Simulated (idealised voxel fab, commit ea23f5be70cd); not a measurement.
This section sets out a process module, namely voxel self aligned contacts.
Xsec cut, 235 nm wide, square cell size 5 nm.
Cross-sections here: square-cell grids, written as top-down lists of bands, a band being one or more rows of cells.
First you get the band's top height and its bottom height, in nm, and then the materials it's made of, left to right, with each width in nm. If you see a single material with "throughout", that one covers the band edge to edge. "blank" is empty space.
Heads up on the height convention: 0 is the point under which the incoming wafer is all one material, and the lowest band has no bottom, it just keeps going down, like "0 -> down".
A width given as "30 to 40" starts at the first number in the band's top row and ends at the second number in its bottom row, shifting by an equal amount at every step from row to row.
Any step labelled "no modifications" changed none of the cells in the cross-section.
The entry titled "Trapped cavities" provides the empty spaces that have no open way to the top, restricted to those of 8 cells or more. Each is presented as width x height at distance, the distance being measured from the left edge, with all three in nm.
Note: text after step settings on the step line = simulator remark on that step.
A step line may carry the setting "overlay nm", which, for steps involving a mask, states the distance by which the mask lay to the right of its intended position; negative values denote displacement to the left.
[So here's the lineup of process steps we planned]
1: op RECEIVE | material Si
2: op OXIDIZE | depth nm 5
3: op DIRECTIONAL_DEP | material polySi | thk nm 25
4: op DIRECTIONAL_DEP | material SiN | thk nm 15
5: op PATTERN | tone cover | mask id GATE | material resist | width nm 30 | pitch nm 65 | thk nm 15 | overlay nm 0
6: op DIRECTIONAL_ETCH | etch materials SiN | depth nm 15
7: op DIRECTIONAL_ETCH | etch materials polySi | depth nm 25
8: op STRIP | etch materials resist
9: op CONFORMAL_DEP | material SiN | thk nm 5
10: op DIRECTIONAL_ETCH | etch materials SiN | depth nm 5
11: op FILL_DEP | material SiO2 | thk nm 15
12: op CMP | height nm 45
13: op DIRECTIONAL_DEP | material aC | thk nm 15
14: op PATTERN | tone open | mask id CONTACT | material resist | width nm 45 | pitch nm 65 | thk nm 30 | overlay nm 0
15: op DIRECTIONAL_ETCH | etch materials aC | depth nm 15
16: op STRIP | etch materials resist
17: op DIRECTIONAL_ETCH | etch materials SiO2 | depth nm 50
18: op STRIP | etch materials aC
19: op CONFORMAL_DEP | material TiN | thk nm 5
20: op FILL_DEP | material Ru | thk nm 10
21: op CMP | height nm 35
22: op CONFORMAL_DEP | material SiCN | thk nm 5
The height nm used in step 21 is not the same on every wafer, whereas the starting condition is; the value printed in the plan is the first wafer's.
[The as-received cross-section of the first of several wafers corresponds to the state after step 1]
    0 -> down = Si throughout
    Trapped cavities: none
[Row per wafer, end-of-module: cell gain (+)/loss (-) by material since the wafer came in, then closed voids]
height nm 35; +42 Ru; -47 Si; +47 SiCN; +78 SiN; +128 SiO2; +38 TiN; +90 polySi; Trapped cavities: none
height nm 40; +48 Ru; -47 Si; +47 SiCN; +102 SiN; +141 SiO2; +42 TiN; +90 polySi; Trapped cavities: none
height nm 45; +54 Ru; -47 Si; +47 SiCN; +102 SiN; +170 SiO2; +54 TiN; +90 polySi; Trapped cavities: none
height nm 50; +68 Ru; -47 Si; +47 SiCN; +102 SiN; +170 SiO2; +87 TiN; +90 polySi; Trapped cavities: none
height nm 55; +115 Ru; -47 Si; +47 SiCN; +102 SiN; +170 SiO2; +87 TiN; +90 polySi; Trapped cavities: none
height nm 60; +162 Ru; -47 Si; +47 SiCN; +102 SiN; +170 SiO2; +87 TiN; +90 polySi; Trapped cavities: none
